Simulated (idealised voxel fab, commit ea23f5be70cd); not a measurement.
process module | voxel ribs on slabs
cross-section cut | 190 nm wide | cells 5 nm
A cross-section is a grid of square cells, given in bands from the top down. A band is one or more rows of cells.
Each band's line starts with the height of the band's top and of its bottom, in nm. Then come its materials from left to right, each with its width in nm. One material with "throughout" fills the band from edge to edge. "air" is empty space.
Height 0 is the level under which the wafer as received is all one material. The lowest band goes on downwards, as in "0 down".
A width such as "30 to 40" changes by the same amount from each row of cells to the next, from the band's top row to its bottom row.
"no change" after a step means that no cell of the cross-section changed.
closed voids: empty space of 8 cells or more with no open way to the top, each as width x height at its distance from the left edge, in nm
after a step's settings: what the simulator itself notes on the step
overlay nm, on a step with a mask: how far to the right of its planned place the mask lay; to the left if negative
plan
1 op RECEIVE | material Si
2 op DIRECTIONAL_DEP | material SiO2 | thk nm 25
3 op DIRECTIONAL_DEP | material polySi | thk nm 25
4 op DIRECTIONAL_DEP | material aC | thk nm 15
5 op PATTERN | tone cover | mask id RIB | material resist | width nm 30 | thk nm 35 | overlay nm 0
6 op DIRECTIONAL_ETCH | etch materials aC | depth nm 15
7 op STRIP | etch materials resist
8 op DIRECTIONAL_ETCH | etch materials polySi | depth nm 10
9 op STRIP | etch materials aC
10 op MASKED_ETCH | tone cover | mask id SLAB | width nm 90 | etch materials polySi | depth nm 15 | overlay nm 0
11 op FILL_DEP | material SiO2 | thk nm 20
12 op CMP | height nm 65
13 op DIRECTIONAL_DEP | material W | thk nm 5
14 op PATTERN | tone cover | mask id HEATER | material resist | width nm 40 | thk nm 15 | overlay nm 0
15 op DIRECTIONAL_ETCH | etch materials W | depth nm 5
16 op STRIP | etch materials resist
17 op CONFORMAL_DEP | material SiO2 | thk nm 5
as received, after step 1
  0 down: Si throughout
  closed voids: none
a wafer at the end: this start, this plan, one mistake
  75 to 70: SiO2 80 | air 30 | SiO2 80
  70 to 65: W 75 | SiO2 40 | W 75
  65 to 50: SiO2 throughout
  50 to 40: SiO2 80 | polySi 30 | SiO2 80
  40 to 25: SiO2 50 | polySi 90 | SiO2 50
  25 to 0: SiO2 throughout
  0 down: Si throughout
  closed voids: none
what went wrong: step 14 ran as: op PATTERN | tone open | mask id HEATER | material resist | width nm 40 | thk nm 15 | overlay nm 0
